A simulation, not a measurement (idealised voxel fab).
process module | voxel capacitor over wiring
cross-section cut | 210 nm wide | cells 5 nm
A cross-section is a grid of square cells, given in bands from the top down. A band is one or more rows of cells.
Each band's line starts with the height of the band's top and of its bottom, in nm. Then come its materials from left to right, each with its width in nm. One material with "throughout" fills the band from edge to edge. "air" is empty space.
Height 0 is the level under which the wafer as received is all one material. The lowest band goes on downwards, as in "0 down".
A width such as "30 to 40" changes by the same amount from each row of cells to the next, from the band's top row to its bottom row.
"no change" after a step means that no cell of the cross-section changed.
closed voids: empty space of 8 cells or more with no open way to the top, each as width x height at its distance from the left edge, in nm
after a step's settings: what the simulator itself notes on the step
overlay nm, on a step with a mask: how far to the right of its planned place the mask lay; to the left if negative
plan
1 op RECEIVE | material Si
2 op CONFORMAL_DEP | material SiO2 | thk nm 15
3 op CONFORMAL_DEP | material SiCN | thk nm 5
4 op DIRECTIONAL_DEP | material SiO2 | thk nm 20
5 op PATTERN | tone open | mask id METAL_1 | material resist | width nm 20 | pitch nm 80 | thk nm 15 | overlay nm 0
6 op DIRECTIONAL_ETCH | etch materials SiO2 | depth nm 20
7 op DIRECTIONAL_ETCH | etch materials SiCN | depth nm 5
8 op STRIP | etch materials resist
9 op CONFORMAL_DEP | material TiN | thk nm 5
10 op FILL_DEP | material W | thk nm 10
11 op CMP | height nm 40
12 op EPI | material Ru | thk nm 5
13 op FILL_DEP | material SiCN | thk nm 5
14 op DIRECTIONAL_DEP | material lowk | thk nm 15
15 op MASKED_ETCH | tone open | mask id PLUG_1 | width nm 15 | etch materials lowk | depth nm 15 | overlay nm 0
16 op MASKED_ETCH | tone open | mask id PLUG_1 | width nm 15 | etch materials SiCN | depth nm 5 | overlay nm 0
17 op EPI | material Ru | thk nm 10
18 op EPI | material Ru | thk nm 10
19 op DIRECTIONAL_DEP | material TiN | thk nm 5
20 op DIRECTIONAL_DEP | material HfO2 | thk nm 5
21 op DIRECTIONAL_DEP | material TiN | thk nm 5
22 op PATTERN | tone cover | mask id UPPER_PLATE | material resist | width nm 65 | thk nm 20 | overlay nm 0
23 op DIRECTIONAL_ETCH | etch materials TiN | depth nm 5
24 op DIRECTIONAL_ETCH | etch materials HfO2 | depth nm 5
25 op STRIP | etch materials resist
26 op MASKED_ETCH | tone cover | mask id LOWER_PLATE | width nm 75 | etch materials TiN | depth nm 5 | overlay nm 0
27 op FILL_DEP | material SiO2 | thk nm 20
28 op CMP | height nm 95
29 op PATTERN | tone open | mask id PLUG_2 | material resist | width nm 15 | thk nm 20 | overlay nm 0
30 op DIRECTIONAL_ETCH | etch materials SiO2 | depth nm 15
31 op STRIP | etch materials resist
32 op CONFORMAL_DEP | material TiN | thk nm 5
33 op FILL_DEP | material Cu | thk nm 10
34 op CMP | height nm 95
35 op CONFORMAL_DEP | material SiN | thk nm 5
as received, after step 1
  0 down: Si throughout
  closed voids: none
first wafer at the end, as planned
  100 to 95: SiN throughout
  95 to 85: SiO2 70 | TiN 5 | Cu 5 | TiN 5 | SiO2 125
  85 to 75: SiO2 70 to 60 | TiN 15 to 65 | SiO2 125 to 85
  75 to 70: SiO2 60 | HfO2 65 | SiO2 85
  70 to 65: SiO2 55 | TiN 75 | SiO2 80
  65 to 50: lowk 60 | Ru 15 | lowk 135
  50 to 45: SiCN 60 | Ru 15 | SiCN 135
  45 to 40: SiCN 50 | Ru 30 | SiCN 50 | Ru 30 | SiCN 50
  40 to 20: SiO2 55 | TiN 5 | W 10 | TiN 5 | SiO2 60 | TiN 5 | W 10 | TiN 5 | SiO2 55
  20 to 15: SiCN 55 | TiN 20 | SiCN 60 | TiN 20 | SiCN 55
  15 to 0: SiO2 throughout
  0 down: Si throughout
  closed voids: none
second wafer at the end: like start, like plan, one mistake
  100 to 95: SiN throughout
  95 to 85: SiO2 70 | TiN 5 | Cu 5 | TiN 5 | SiO2 125
  85 to 75: SiO2 70 to 60 | TiN 15 to 30 | SiO2 125 to 120
  75 to 70: SiO2 60 | HfO2 30 | SiO2 120
  70 to 65: SiO2 55 | TiN 35 | SiO2 120
  65 to 60: SiO2 45 | Ru 45 | TiN 35 | SiO2 85
  60 to 55: SiO2 45 | Ru 45 | HfO2 35 | SiO2 85
  55 to 50: SiO2 45 | Ru 45 | TiN 40 | SiO2 80
  50 to 45: SiCN 60 | Ru 15 | SiCN 135
  45 to 40: SiCN 50 | Ru 30 | SiCN 50 | Ru 30 | SiCN 50
  40 to 20: SiO2 55 | TiN 5 | W 10 | TiN 5 | SiO2 60 | TiN 5 | W 10 | TiN 5 | SiO2 55
  20 to 15: SiCN 55 | TiN 20 | SiCN 60 | TiN 20 | SiCN 55
  15 to 0: SiO2 throughout
  0 down: Si throughout
  closed voids: none
what went wrong: step 14 was left out
at the end the second wafer has, in cells: 18 more of Ru | 99 more of SiO2 | 117 fewer of lowk
